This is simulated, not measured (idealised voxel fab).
process module | voxel self aligned vias
cross-section cut | 185 nm wide | cells 5 nm
A cross-section is a grid of square cells, given in bands from the top down. A band is one or more rows of cells.
Each band's line starts with the height of the band's top and of its bottom, in nm. Then come its materials from left to right, each with its width in nm. One material with "throughout" fills the band from edge to edge. "air" is empty space.
Height 0 is the level under which the wafer as received is all one material. The lowest band goes on downwards, as in "0 down".
A width such as "30 to 40" changes by the same amount from each row of cells to the next, from the band's top row to its bottom row.
"no change" after a step means that no cell of the cross-section changed.
closed voids: empty space of 8 cells or more with no open way to the top, each as width x height at its distance from the left edge, in nm
after a step's settings: what the simulator itself notes on the step
overlay nm, on a step with a mask: how far to the right of its planned place the mask lay; to the left if negative
plan
1 op RECEIVE | material Si
2 op CONFORMAL_DEP | material SiO2 | thk nm 15
3 op CONFORMAL_DEP | material SiCN | thk nm 5
4 op DIRECTIONAL_DEP | material lowk | thk nm 30
5 op DIRECTIONAL_DEP | material aC | thk nm 10
6 op PATTERN | tone open | mask id LINES | material resist | width nm 25 | pitch nm 55 | thk nm 30 | overlay nm 0
7 op DIRECTIONAL_ETCH | etch materials aC | depth nm 10
8 op STRIP | etch materials resist
9 op DIRECTIONAL_ETCH | etch materials lowk | depth nm 30
10 op STRIP | etch materials aC
11 op CONFORMAL_DEP | material TiN | thk nm 5
12 op FILL_DEP | material Ru | thk nm 5
13 op CMP | height nm 50
14 op SELECTIVE_ETCH | etch materials W Ru TiN | depth nm 5
15 op FILL_DEP | material SiN | thk nm 10
16 op CMP | height nm 50
17 op DIRECTIONAL_DEP | material lowk | thk nm 15
18 op PATTERN | tone open | mask id VIAS | material resist | width nm 35 | pitch nm 55 | thk nm 15 | overlay nm 0
19 op DIRECTIONAL_ETCH | etch materials lowk | depth nm 15
20 op DIRECTIONAL_ETCH | etch materials SiN | depth nm 5
21 op STRIP | etch materials resist
22 op CONFORMAL_DEP | material TiN | thk nm 5
23 op FILL_DEP | material W | thk nm 10
24 op CMP | height nm 65
25 op CONFORMAL_DEP | material SiCN | thk nm 5
as received, after step 1
  0 down: Si throughout
  closed voids: none
a wafer at the end: this start, this plan, one mistake
  70 to 65: SiCN throughout
  65 to 55: lowk 20 | TiN 5 | W 25 | TiN 5 | lowk 20 | TiN 5 | W 25 | TiN 5 | lowk 20 | TiN 5 | W 25 | TiN 5 | lowk 20
  55 to 50: lowk 20 | TiN 35 | lowk 20 | TiN 35 | lowk 20 | TiN 35 | lowk 20
  50 to 45: SiCN throughout
  45 to 15: lowk throughout
  15 to 0: SiO2 throughout
  0 down: Si throughout
  closed voids: none
what went wrong: steps 3 and 4 were swapped
